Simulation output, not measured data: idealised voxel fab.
Name of the process module below: voxel tone inversion
270 nm wide, 5 nm square cells: that's cross-section cut.
Notation: cross-section as square-cell grid; stated in bands, top first, going down; one or more cell rows per band.
Band: top and bottom heights (nm) first, top before bottom; then materials from left to right, widths in nm. "full width" marks a sole material filling the band edge to edge. "blank" denotes empty space.
Convention: height 0 is the level below which the wafer, as received, is all one material. The lowest band does not terminate at the bottom but continues downward, represented as "0 -> down".
The notation "30..40" denotes a width that varies across the rows of cells in the band, beginning at the first number in the top row, finishing at the second number in the bottom row, and changing by an identical amount from each row to the next.
Basically "stayed the same" means that step didn't change any cell in the cross-section.
Entry "Voids, sealed" = empty spaces >= 8 cells with no open way to the top; each as width x height at distance, distance from left edge, all nm.
Anything after a step's settings on that line? It's the simulator's own note about the step.
Regarding "overlay nm": on a step with a mask, it is the distance the mask lay to the right of its planned place; a negative value places it to the left.
Planned step list for the process:
| 1 | RECEIVE (material Si) |
| 2 | CONFORMAL_DEP (material SiN; thk nm 10) |
| 3 | DIRECTIONAL_DEP (material polySi; thk nm 15) |
| 4 | PATTERN (tone cover; mask id POSTS; material resist; width nm 20; pitch nm 40; thk nm 25; overlay nm -15) |
| 5 | DIRECTIONAL_ETCH (etch materials polySi; depth nm 15) |
| 6 | STRIP (etch materials resist) |
| 7 | FILL_DEP (material lowk; thk nm 5) |
| 8 | CMP (height nm 25) |
| 9 | STRIP (etch materials polySi) |
| 10 | CONFORMAL_DEP (material TiN; thk nm 5) |
| 11 | FILL_DEP (material Ru; thk nm 10) |
| 12 | CMP (height nm 25) |
| 13 | CONFORMAL_DEP (material SiCN; thk nm 5) |
Variable across wafers: step 4 overlay nm (plan value is that of the first wafer; starting state common to all).
Cross-section of the first of several received wafers, showing its state after step 1:
* 0 -> down  Si full width
* Voids, sealed: none
Once step 13, the last step, is complete, the module is at its end; this is the cross-section of the first of several wafers:
* 30 -> 25  SiCN full width
* 25 -> 15  lowk 70 / TiN 5 / Ru 10 / TiN 5 / lowk 20 / TiN 5 / Ru 10 / TiN 5 / lowk 20 / TiN 5 / Ru 10 / TiN 5 / lowk 100
* 15 -> 10  lowk 70 / TiN 20 / lowk 20 / TiN 20 / lowk 20 / TiN 20 / lowk 100
* 10 -> 0  SiN full width
* 0 -> down  Si full width
* Voids, sealed: none
Here we cross-sectioned the last of the wafers once the module was done:
* 30 -> 25  SiCN full width
* 25 -> 15  lowk 100 / TiN 5 / Ru 10 / TiN 5 / lowk 20 / TiN 5 / Ru 10 / TiN 5 / lowk 20 / TiN 5 / Ru 10 / TiN 5 / lowk 70
* 15 -> 10  lowk 100 / TiN 20 / lowk 20 / TiN 20 / lowk 20 / TiN 20 / lowk 70
* 10 -> 0  SiN full width
* 0 -> down  Si full width
* Voids, sealed: none
Below is a per-wafer table. In it, each row describes the wafer at the end of the module by giving, for each material, the number of cells gained (+) or lost (-) since the wafer was received, and after that the closed voids of the wafer:
overlay nm -15 | +12 Ru | +54 SiCN | +108 SiN | +24 TiN | +126 lowk | Voids, sealed: none
overlay nm -10 | +12 Ru | +54 SiCN | +108 SiN | +24 TiN | +126 lowk | Voids, sealed: none
overlay nm -5 | +12 Ru | +54 SiCN | +108 SiN | +24 TiN | +126 lowk | Voids, sealed: none
overlay nm 0 | +12 Ru | +54 SiCN | +108 SiN | +24 TiN | +126 lowk | Voids, sealed: none
overlay nm 5 | +12 Ru | +54 SiCN | +108 SiN | +24 TiN | +126 lowk | Voids, sealed: none
overlay nm 10 | +12 Ru | +54 SiCN | +108 SiN | +24 TiN | +126 lowk | Voids, sealed: none
overlay nm 15 | +12 Ru | +54 SiCN | +108 SiN | +24 TiN | +126 lowk | Voids, sealed: none
